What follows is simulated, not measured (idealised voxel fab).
Process module under the name voxel ribs on slabs
It is cross-section cut that appears here, measuring 200 nm in width, its square cells being 5 nm in size.
Bands, listed from the top down, are how a cross-section gets written in this document; the cross-section itself is a grid of square cells, and a band is one or more rows of them. It is stipulated that each band's entry specify, in nanometres, the height of the top of the band and then that of its bottom, followed by the materials of the band in left-to-right sequence, each together with its width in nanometres. A single material marked by the word "edge to edge" is understood to fill the band from edge to edge; the word "empty" is understood to denote empty space. Heights are measured from 0, the level below which the as-received wafer is all one material; the lowest band has no bottom and continues downward, written as in "0 -> down". With a width like "30..40", each row of cells in the band differs from the next by the same amount, the top row carrying the first number and the bottom row the second. For the purposes of this document, the phrase "all unchanged" attached to a step denotes that no cell within the cross-section was modified by that step. Voids not open to the top, 8 cells minimum: see "Cavities, sealed". Written width x height at distance; distance is from the left edge; nm. What comes after the settings on a step's line is commentary from the simulator itself on that step. overlay nm: mask offset rightward from planned place, masked step; negative means leftward offset.

The steps planned for the process are as follows
step 1: RECEIVE | material Si
step 2: DIRECTIONAL_DEP | material SiO2 | thk nm 30
step 3: DIRECTIONAL_DEP | material SiN | thk nm 25
step 4: MASKED_ETCH | tone cover | mask id RIB | width nm 20 | etch materials SiN | depth nm 5 | overlay nm 0
step 5: PATTERN | tone cover | mask id SLAB | material resist | width nm 80 | thk nm 20 | overlay nm 0
step 6: DIRECTIONAL_ETCH | etch materials SiN | depth nm 20
step 7: STRIP | etch materials resist
step 8: FILL_DEP | material SiO2 | thk nm 15
step 9: CMP | height nm 65
step 10: DIRECTIONAL_DEP | material TiN | thk nm 10
step 11: MASKED_ETCH | tone cover | mask id HEATER | width nm 30 | etch materials TiN | depth nm 10 | overlay nm 0
step 12: CONFORMAL_DEP | material SiN | thk nm 10

As-received wafer cross-section (after step 1)
    0 -> down | Si edge to edge
    Cavities, sealed: none

Run as planned - first of the two wafers cross-sectioned at the end of the module
    85 -> 75 | empty (75), SiN (50), empty (75)
    75 -> 65 | SiN (85), TiN (30), SiN (85)
    65 -> 55 | SiO2 edge to edge
    55 -> 50 | SiO2 (90), SiN (20), SiO2 (90)
    50 -> 30 | SiO2 (60), SiN (80), SiO2 (60)
    30 -> 0 | SiO2 edge to edge
    0 -> down | Si edge to edge
    Cavities, sealed: none

Cross-sectional view of the second of two wafers upon completion of the module. This wafer shared its starting condition and process plan with the first; one error was made during its execution
    85 -> 75 | empty (75), SiN (50), empty (75)
    75 -> 65 | SiN (85), TiN (30), SiN (85)
    65 -> 55 | SiO2 edge to edge
    55 -> 50 | SiO2 (90), SiN (20), SiO2 (90)
    50 -> 40 | SiO2 (60), SiN (80), SiO2 (60)
    40 -> 30 | SiN edge to edge
    30 -> 0 | SiO2 edge to edge
    0 -> down | Si edge to edge
    Cavities, sealed: none
What went wrong in running the wafer? step 6: run off-plan, actual operation and settings DIRECTIONAL_ETCH | etch materials SiN | depth nm 10
Looking at both finished wafers in cells, the second ends up ahead of or behind the first on some materials: +48 SiN, -48 SiO2
